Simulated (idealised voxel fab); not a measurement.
Title: Process Module voxel self aligned contacts
The width of the displayed cross-section, cut, is 260 nm; its cells are square, with a size of 5 nm.
In what follows, cross-sections appear as grids of square cells, described through bands that run from the top down, where every band is one or more rows of cells.
Each band's line starts with the height of the band's top and of its bottom, in nm. Then come its materials from left to right, each with its width in nm. One material with "everywhere" fills the band from edge to edge. "empty" is empty space.
Where do heights start? At 0: under that level the wafer as delivered is made of one material only. And the lowest band has no floor; it just carries on downward, as in "from 0 down".
The notation "30->40" denotes a width that varies across the rows of cells in the band, beginning at the first number in the top row, finishing at the second number in the bottom row, and changing by an identical amount from each row to the next.
Given "remained unchanged" for a step, no cell of the cross-section differs between before and after that step.
Heads up: "Closed void inventory" only lists the empty pockets with no open path to the top that are 8 cells or more, and it writes them as width x height at distance, distance from the left edge, in nm.
Step line, after settings: the simulator's comment on this step.
overlay nm: how far to the right of its planned place the mask lay on this masked step (negative: to the left).

**So here's the lineup of process steps we planned**
1. RECEIVE with material Si
2. CONFORMAL_DEP with material SiO2, thk nm 5
3. DIRECTIONAL_DEP with material polySi, thk nm 30
4. DIRECTIONAL_DEP with material SiN, thk nm 25
5. MASKED_ETCH with tone cover, mask id GATE, width nm 30, pitch nm 75, etch materials SiN, depth nm 25, overlay nm 0
6. MASKED_ETCH with tone cover, mask id GATE, width nm 30, pitch nm 75, etch materials polySi, depth nm 30, overlay nm 0
7. CONFORMAL_DEP with material SiN, thk nm 10
8. DIRECTIONAL_ETCH with etch materials SiN, depth nm 10
9. FILL_DEP with material SiO2, thk nm 15
10. CMP with height nm 65
11. MASKED_ETCH with tone open, mask id CONTACT, width nm 55, etch materials SiO2, depth nm 65, overlay nm 0
12. CONFORMAL_DEP with material TiN, thk nm 5
13. FILL_DEP with material W, thk nm 5
14. CMP with height nm 65
15. CONFORMAL_DEP with material SiN, thk nm 5

**First out of two wafers; run went to plan**

**Received-state cross-section, reflecting completion of step 1**
> from 0 down: Si everywhere
> Closed void inventory: none

**So this is the wafer cross-section right after step 2**
> from 5 to 0: SiO2 everywhere
> Anything lower than 0 is untouched.

**So this is the wafer cross-section right after step 3**
> from 35 to 5: polySi everywhere
> Anything lower than 5 is untouched.

**So this is the wafer cross-section right after step 4**
> from 60 to 35: SiN everywhere
> Anything lower than 35 is untouched.

**So this is the wafer cross-section right after step 5**
> from 60 to 35: empty=75 | SiN=30 | empty=45 | SiN=30 | empty=80
> Anything lower than 35 is untouched.

**So this is the wafer cross-section right after step 6**
> from 60 to 35: empty=75 | SiN=30 | empty=45 | SiN=30 | empty=80
> from 35 to 5: empty=75 | polySi=30 | empty=45 | polySi=30 | empty=80
> Anything lower than 5 is untouched.

**So this is the wafer cross-section right after step 7**
> from 70 to 35: empty=65 | SiN=50 | empty=25 | SiN=50 | empty=70
> from 35 to 15: empty=65 | SiN=10 | polySi=30 | SiN=10 | empty=25 | SiN=10 | polySi=30 | SiN=10 | empty=70
> from 15 to 5: SiN=75 | polySi=30 | SiN=45 | polySi=30 | SiN=80
> Anything lower than 5 is untouched.

**So this is the wafer cross-section right after step 8**
> from 60 to 35: empty=65 | SiN=50 | empty=25 | SiN=50 | empty=70
> from 35 to 5: empty=65 | SiN=10 | polySi=30 | SiN=10 | empty=25 | SiN=10 | polySi=30 | SiN=10 | empty=70
> Anything lower than 5 is untouched.

**So this is the wafer cross-section right after step 9**
> from 75 to 60: SiO2 everywhere
> from 60 to 35: SiO2=65 | SiN=50 | SiO2=25 | SiN=50 | SiO2=70
> from 35 to 5: SiO2=65 | SiN=10 | polySi=30 | SiN=10 | SiO2=25 | SiN=10 | polySi=30 | SiN=10 | SiO2=70
> Anything lower than 5 is untouched.

**So this is the wafer cross-section right after step 10**
> from 65 to 60: SiO2 everywhere
> Anything lower than 60 is untouched.

**So this is the wafer cross-section right after step 11**
> from 65 to 60: SiO2=100 | empty=55 | SiO2=105
> from 60 to 35: SiO2=65 | SiN=50 | empty=25 | SiN=50 | SiO2=70
> from 35 to 5: SiO2=65 | SiN=10 | polySi=30 | SiN=10 | empty=25 | SiN=10 | polySi=30 | SiN=10 | SiO2=70
> from 5 to 0: SiO2=115 | empty=25 | SiO2=120
> Anything lower than 0 is untouched.

**So this is the wafer cross-section right after step 12**
> from 70 to 65: TiN=105 | empty=45 | TiN=110
> from 65 to 60: SiO2=100 | TiN=20 | empty=15 | TiN=20 | SiO2=105
> from 60 to 35: SiO2=65 | SiN=50 | TiN=5 | empty=15 | TiN=5 | SiN=50 | SiO2=70
> from 35 to 5: SiO2=65 | SiN=10 | polySi=30 | SiN=10 | TiN=5 | empty=15 | TiN=5 | SiN=10 | polySi=30 | SiN=10 | SiO2=70
> from 5 to 0: SiO2=115 | TiN=25 | SiO2=120
> Anything lower than 0 is untouched.

**So this is the wafer cross-section right after step 13**
> from 75 to 70: W everywhere
> from 70 to 65: TiN=105 | W=45 | TiN=110
> from 65 to 60: SiO2=100 | TiN=20 | W=15 | TiN=20 | SiO2=105
> from 60 to 35: SiO2=65 | SiN=50 | TiN=5 | W=15 | TiN=5 | SiN=50 | SiO2=70
> from 35 to 5: SiO2=65 | SiN=10 | polySi=30 | SiN=10 | TiN=5 | W=15 | TiN=5 | SiN=10 | polySi=30 | SiN=10 | SiO2=70
> Anything lower than 5 is untouched.

**So this is the wafer cross-section right after step 14**
> from 65 to 60: SiO2=100 | TiN=20 | W=15 | TiN=20 | SiO2=105
> Anything lower than 60 is untouched.

**So this is the wafer cross-section right after step 15**
> from 70 to 65: SiN everywhere
> Anything lower than 65 is untouched.

**Wafer two of two - same starting point, same process plan, one mistake in execution; matches wafer one up to and including step 5**

**Second wafer, cross-section, planned end of step 6**
> from 60 to 35: empty=75 | SiN=30 | empty=45 | SiN=30 | empty=80
> from 35 to 5: empty=65 | polySi=40 | empty=35 | polySi=40 | empty=80
> Anything lower than 5 is untouched.

**Second wafer, cross-section, planned end of step 7**
> from 70 to 45: empty=65 | SiN=50 | empty=25 | SiN=50 | empty=70
> from 45 to 35: empty=55 | SiN=60 | empty=15 | SiN=60 | empty=70
> from 35 to 15: empty=55 | SiN=10 | polySi=40 | SiN=10 | empty=15 | SiN=10 | polySi=40 | SiN=10 | empty=70
> from 15 to 5: SiN=65 | polySi=40 | SiN=35 | polySi=40 | SiN=80
> Anything lower than 5 is untouched.

**Second wafer, cross-section, planned end of step 8**
> from 60 to 35: empty=65 | SiN=50 | empty=25 | SiN=50 | empty=70
> from 35 to 5: empty=55 | SiN=10 | polySi=40 | SiN=10 | empty=15 | SiN=10 | polySi=40 | SiN=10 | empty=70
> Anything lower than 5 is untouched.

**Second wafer, cross-section, planned end of step 9**
> from 75 to 60: SiO2 everywhere
> from 60 to 35: SiO2=65 | SiN=50 | SiO2=25 | SiN=50 | SiO2=70
> from 35 to 5: SiO2=55 | SiN=10 | polySi=40 | SiN=10 | SiO2=15 | SiN=10 | polySi=40 | SiN=10 | SiO2=70
> Anything lower than 5 is untouched.

**Second wafer, cross-section, planned end of step 10**
> from 65 to 60: SiO2 everywhere
> Anything lower than 60 is untouched.

**Second wafer, cross-section, planned end of step 11**
> from 65 to 60: SiO2=100 | empty=55 | SiO2=105
> from 60 to 35: SiO2=65 | SiN=50 | empty=25 | SiN=50 | SiO2=70
> from 35 to 5: SiO2=55 | SiN=10 | polySi=40 | SiN=10 | empty=15 | SiN=10 | polySi=40 | SiN=10 | SiO2=70
> from 5 to 0: SiO2=115 | empty=15 | SiO2=130
> Anything lower than 0 is untouched.

**Second wafer, cross-section, planned end of step 12**
> from 70 to 65: TiN=105 | empty=45 | TiN=110
> from 65 to 60: SiO2=100 | TiN=20 | empty=15 | TiN=20 | SiO2=105
> from 60 to 40: SiO2=65 | SiN=50 | TiN=5 | empty=15 | TiN=5 | SiN=50 | SiO2=70
> from 40 to 35: SiO2=65 | SiN=50 | TiN=5 | empty=5 | TiN=15 | SiN=50 | SiO2=70
> from 35 to 5: SiO2=55 | SiN=10 | polySi=40 | SiN=10 | TiN=5 | empty=5 | TiN=5 | SiN=10 | polySi=40 | SiN=10 | SiO2=70
> from 5 to 0: SiO2=115 | TiN=15 | SiO2=130
> Anything lower than 0 is untouched.

**Second wafer, cross-section, planned end of step 13**
> from 75 to 70: W everywhere
> from 70 to 65: TiN=105 | W=45 | TiN=110
> from 65 to 60: SiO2=100 | TiN=20 | W=15 | TiN=20 | SiO2=105
> from 60 to 40: SiO2=65 | SiN=50 | TiN=5 | W=15 | TiN=5 | SiN=50 | SiO2=70
> from 40 to 35: SiO2=65 | SiN=50 | TiN=5 | W=5 | TiN=15 | SiN=50 | SiO2=70
> from 35 to 5: SiO2=55 | SiN=10 | polySi=40 | SiN=10 | TiN=5 | W=5 | TiN=5 | SiN=10 | polySi=40 | SiN=10 | SiO2=70
> Anything lower than 5 is untouched.

**Second wafer, cross-section, planned end of step 14**
> from 65 to 60: SiO2=100 | TiN=20 | W=15 | TiN=20 | SiO2=105
> Anything lower than 60 is untouched.

**Second wafer, cross-section, planned end of step 15**
> from 70 to 65: SiN everywhere
> Anything lower than 65 is untouched.
Here's what went sideways: step 6 was run on a setting that differed from the plan, and what really ran there is MASKED_ETCH with tone cover, mask id GATE, width nm 30, pitch nm 75, etch materials polySi, depth nm 30, overlay nm -10
Final wafer comparison in cells, second versus first, more or fewer per material: -10 SiO2; -14 W; +24 polySi
